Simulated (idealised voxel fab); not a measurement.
process module | voxel tone inversion
cross-section cut | 220 nm wide | cells 5 nm
A cross-section is a grid of square cells, given in bands from the top down. A band is one or more rows of cells.
Each band's line starts with the height of the band's top and of its bottom, in nm. Then come its materials from left to right, each with its width in nm. One material with "throughout" fills the band from edge to edge. "air" is empty space.
Height 0 is the level under which the wafer as received is all one material. The lowest band goes on downwards, as in "0 down".
A width such as "30 to 40" changes by the same amount from each row of cells to the next, from the band's top row to its bottom row.
"no change" after a step means that no cell of the cross-section changed.
closed voids: empty space of 8 cells or more with no open way to the top, each as width x height at its distance from the left edge, in nm
after a step's settings: what the simulator itself notes on the step
overlay nm, on a step with a mask: how far to the right of its planned place the mask lay; to the left if negative
plan
1 op RECEIVE | material Si
2 op CONFORMAL_DEP | material SiN | thk nm 5
3 op DIRECTIONAL_DEP | material polySi | thk nm 15
4 op PATTERN | tone cover | mask id POSTS | material resist | width nm 20 | pitch nm 40 | thk nm 25 | overlay nm 0
5 op DIRECTIONAL_ETCH | etch materials polySi | depth nm 15
6 op STRIP | etch materials resist
7 op FILL_DEP | material lowk | thk nm 10
8 op CMP | height nm 20
9 op STRIP | etch materials polySi
as received, after step 1
  0 down: Si throughout
  closed voids: none
a wafer at the end: this start, this plan, one mistake
  20 to 5: lowk 55 | air 20 | lowk 20 | air 20 | lowk 20 | air 20 | lowk 65
  5 to 0: SiN throughout
  0 down: Si throughout
  closed voids: none
what went wrong: step 4 ran as: op PATTERN | tone cover | mask id POSTS | material resist | width nm 20 | pitch nm 40 | thk nm 25 | overlay nm -5
